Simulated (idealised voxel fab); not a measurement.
The document below concerns the process module designated voxel self aligned contacts.
260 nm wide, 5 nm square cells: that's cross-section cut.
A cross-section in this document is a grid of square cells, and it is written down as bands, the top band listed before the ones below it; a band is made up of one or more rows of cells. For a band, the entry starts with two heights in nm, that of the top and then that of the bottom, and carries on with the band's materials in order from left to right, each alongside its width in nm; the word "all across" beside a single material means it fills the band edge to edge, and "air" means empty space. Heads up on the height convention: 0 is the point under which the incoming wafer is all one material, and the lowest band has no bottom, it just keeps going down, like "top 0, no bottom". It should be noted that a width expressed as "30->40" varies in equal increments from row to row of cells within the band, taking the value of the first number at the top row and that of the second number at the bottom row. The cross-section has no changed cell in any step marked "nothing altered". "Cavities, sealed": sealed empty spaces, 8 cells or more, no open way to top, listed width x height at distance, with distance from the left edge and width, height and distance in nm. Where a step's line continues beyond its settings, the continuation is a remark by the simulator itself on that step. If you see "overlay nm" on a step's line and that step has a mask, it's telling you how far right of where it was planned the mask ended up; a negative number means it went left instead.

-- Planned process steps
- 1: RECEIVE: material Si
- 2: CONFORMAL_DEP: material SiO2, thk nm 5
- 3: DIRECTIONAL_DEP: material polySi, thk nm 20
- 4: DIRECTIONAL_DEP: material SiN, thk nm 20
- 5: DIRECTIONAL_DEP: material aC, thk nm 10
- 6: PATTERN: tone cover, mask id GATE, material resist, width nm 30, pitch nm 70, thk nm 25, overlay nm 0
- 7: DIRECTIONAL_ETCH: etch materials aC, depth nm 10
- 8: STRIP: etch materials resist
- 9: DIRECTIONAL_ETCH: etch materials SiN, depth nm 20
- 10: DIRECTIONAL_ETCH: etch materials polySi, depth nm 20
- 11: STRIP: etch materials aC
- 12: CONFORMAL_DEP: material SiN, thk nm 10
- 13: DIRECTIONAL_ETCH: etch materials SiN, depth nm 10
- 14: FILL_DEP: material SiO2, thk nm 20
- 15: CMP: height nm 55
- 16: MASKED_ETCH: tone open, mask id CONTACT, width nm 50, pitch nm 70, etch materials SiO2, depth nm 55, overlay nm 0
- 17: CONFORMAL_DEP: material TiN, thk nm 5
- 18: FILL_DEP: material W, thk nm 5
- 19: CMP: height nm 55
- 20: CONFORMAL_DEP: material SiN, thk nm 5
Across this set of wafers, the varied parameter is the thk nm of step 17. Starting conditions are identical for every wafer, and the plan reports the value assigned to the first wafer.

-- First wafer of several, as received: cross-section after step 1
  top 0, no bottom = Si all across
  Cavities, sealed: none

-- Gained (+) or lost (-) cells of each material since receipt, then closed voids: one row per wafer, at the end of the module
thk nm 5, +220 SiN, +220 SiO2, +60 TiN, +52 W, +72 polySi, Cavities, sealed: none
thk nm 10, +220 SiN, +220 SiO2, +112 TiN, +72 polySi, Cavities, sealed: none
thk nm 15, +220 SiN, +220 SiO2, +112 TiN, +72 polySi, Cavities, sealed: none
thk nm 20, +220 SiN, +220 SiO2, +112 TiN, +72 polySi, Cavities, sealed: none
